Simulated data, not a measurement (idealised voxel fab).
process module | voxel capacitor over wiring
cross-section cut | 150 nm wide | cells 5 nm
A cross-section is a grid of square cells, given in bands from the top down. A band is one or more rows of cells.
Each band's line starts with the height of the band's top and of its bottom, in nm. Then come its materials from left to right, each with its width in nm. One material with "throughout" fills the band from edge to edge. "air" is empty space.
Height 0 is the level under which the wafer as received is all one material. The lowest band goes on downwards, as in "0 down".
A width such as "30 to 40" changes by the same amount from each row of cells to the next, from the band's top row to its bottom row.
"no change" after a step means that no cell of the cross-section changed.
closed voids: empty space of 8 cells or more with no open way to the top, each as width x height at its distance from the left edge, in nm
after a step's settings: what the simulator itself notes on the step
overlay nm, on a step with a mask: how far to the right of its planned place the mask lay; to the left if negative
plan
1 op RECEIVE | material Si
2 op CONFORMAL_DEP | material SiO2 | thk nm 10
3 op DIRECTIONAL_DEP | material TiN | thk nm 5
4 op DIRECTIONAL_DEP | material W | thk nm 15
5 op MASKED_ETCH | tone cover | mask id METAL_1 | width nm 30 | pitch nm 90 | etch materials W | depth nm 15 | overlay nm 0
6 op MASKED_ETCH | tone cover | mask id METAL_1 | width nm 30 | pitch nm 90 | etch materials TiN | depth nm 5 | overlay nm 0
7 op CONFORMAL_DEP | material SiCN | thk nm 5
8 op FILL_DEP | material lowk | thk nm 5
9 op CMP | height nm 30
10 op CONFORMAL_DEP | material SiCN | thk nm 5
11 op DIRECTIONAL_DEP | material lowk | thk nm 15
12 op MASKED_ETCH | tone open | mask id PLUG_1 | width nm 15 | etch materials lowk | depth nm 15 | overlay nm 0
13 op MASKED_ETCH | tone open | mask id PLUG_1 | width nm 15 | etch materials SiCN | depth nm 5 | overlay nm 0
14 op EPI | material Ru | thk nm 10
15 op EPI | material Ru | thk nm 10
16 op DIRECTIONAL_DEP | material TiN | thk nm 10
17 op DIRECTIONAL_DEP | material SiN | thk nm 5
18 op DIRECTIONAL_DEP | material TiN | thk nm 10
19 op DIRECTIONAL_DEP | material aC | thk nm 15
20 op PATTERN | tone cover | mask id UPPER_PLATE | material resist | width nm 65 | thk nm 35 | overlay nm 0
21 op DIRECTIONAL_ETCH | etch materials aC | depth nm 15
22 op STRIP | etch materials resist
23 op DIRECTIONAL_ETCH | etch materials TiN | depth nm 10
24 op DIRECTIONAL_ETCH | etch materials SiN | depth nm 5
25 op STRIP | etch materials aC
26 op DIRECTIONAL_DEP | material aC | thk nm 15
27 op PATTERN | tone cover | mask id LOWER_PLATE | material resist | width nm 75 | thk nm 35 | overlay nm 0
28 op DIRECTIONAL_ETCH | etch materials aC | depth nm 15
29 op STRIP | etch materials resist
30 op DIRECTIONAL_ETCH | etch materials TiN | depth nm 10
31 op STRIP | etch materials aC
32 op FILL_DEP | material SiO2 | thk nm 15
33 op CMP | height nm 85
34 op PATTERN | tone open | mask id PLUG_2 | material resist | width nm 15 | thk nm 20 | overlay nm 0
35 op DIRECTIONAL_ETCH | etch materials SiO2 | depth nm 10
36 op STRIP | etch materials resist
37 op CONFORMAL_DEP | material TiN | thk nm 5
38 op FILL_DEP | material Cu | thk nm 10
39 op CMP | height nm 85
40 op CONFORMAL_DEP | material SiCN | thk nm 5
as received, after step 1
  0 down: Si throughout
  closed voids: none
a wafer at the end: this start, this plan, one mistake
  90 to 85: SiO2 throughout
  85 to 80: SiO2 40 | TiN 5 | Cu 5 | TiN 5 | SiO2 95
  80 to 75: SiO2 40 | TiN 15 | SiO2 95
  75 to 65: SiO2 30 | TiN 65 | SiO2 55
  65 to 60: SiO2 30 | SiN 65 | SiO2 55
  60 to 50: SiO2 25 | TiN 75 | SiO2 50
  50 to 35: lowk 30 | Ru 15 | lowk 105
  35 to 30: SiCN 30 | Ru 15 | SiCN 105
  30 to 15: lowk 10 | SiCN 5 | W 30 | SiCN 5 | lowk 50 | SiCN 5 | W 30 | SiCN 5 | lowk 10
  15 to 10: SiCN 15 | TiN 30 | SiCN 60 | TiN 30 | SiCN 15
  10 to 0: SiO2 throughout
  0 down: Si throughout
  closed voids: none
what went wrong: step 40 ran as: op CONFORMAL_DEP | material SiO2 | thk nm 5
